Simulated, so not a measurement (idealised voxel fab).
process module | voxel self aligned vias
cross-section cut | 215 nm wide | cells 5 nm
A cross-section is a grid of square cells, given in bands from the top down. A band is one or more rows of cells.
Each band's line starts with the height of the band's top and of its bottom, in nm. Then come its materials from left to right, each with its width in nm. One material with "throughout" fills the band from edge to edge. "air" is empty space.
Height 0 is the level under which the wafer as received is all one material. The lowest band goes on downwards, as in "0 down".
A width such as "30 to 40" changes by the same amount from each row of cells to the next, from the band's top row to its bottom row.
"no change" after a step means that no cell of the cross-section changed.
closed voids: empty space of 8 cells or more with no open way to the top, each as width x height at its distance from the left edge, in nm
after a step's settings: what the simulator itself notes on the step
overlay nm, on a step with a mask: how far to the right of its planned place the mask lay; to the left if negative
plan
1 op RECEIVE | material Si
2 op CONFORMAL_DEP | material SiO2 | thk nm 10
3 op CONFORMAL_DEP | material SiCN | thk nm 5
4 op DIRECTIONAL_DEP | material lowk | thk nm 30
5 op MASKED_ETCH | tone open | mask id LINES | width nm 25 | pitch nm 50 | etch materials lowk | depth nm 30 | overlay nm 0
6 op CONFORMAL_DEP | material TiN | thk nm 5
7 op FILL_DEP | material Ru | thk nm 5
8 op CMP | height nm 45
9 op SELECTIVE_ETCH | etch materials W Ru TiN | depth nm 5
10 op FILL_DEP | material SiN | thk nm 10
11 op CMP | height nm 45
12 op DIRECTIONAL_DEP | material lowk | thk nm 15
13 op PATTERN | tone open | mask id VIAS | material resist | width nm 35 | thk nm 15 | overlay nm 0
14 op DIRECTIONAL_ETCH | etch materials lowk | depth nm 15
15 op DIRECTIONAL_ETCH | etch materials SiN | depth nm 5
16 op STRIP | etch materials resist
17 op CONFORMAL_DEP | material TiN | thk nm 5
18 op FILL_DEP | material Cu | thk nm 10
19 op CMP | height nm 60
20 op CONFORMAL_DEP | material SiCN | thk nm 5
varied across the wafers: thk nm of step 6. The plan shows the first wafer's value. All wafers start alike
first wafer as received, after step 1
  0 down: Si throughout
  closed voids: none
each wafer at the end: cells of each material gained (+) or lost (-) since it was received, then its closed voids
thk nm 5 | +13 Cu | +24 Ru | +86 SiCN | +5 SiN | +86 SiO2 | +39 TiN | +306 lowk | closed voids: none
thk nm 10 | +13 Cu | +6 Ru | +86 SiCN | +5 SiN | +86 SiO2 | +57 TiN | +306 lowk | closed voids: none
thk nm 15 | +13 Cu | +86 SiCN | +5 SiN | +86 SiO2 | +63 TiN | +306 lowk | closed voids: none
thk nm 20 | +13 Cu | +86 SiCN | +5 SiN | +86 SiO2 | +63 TiN | +306 lowk | closed voids: none
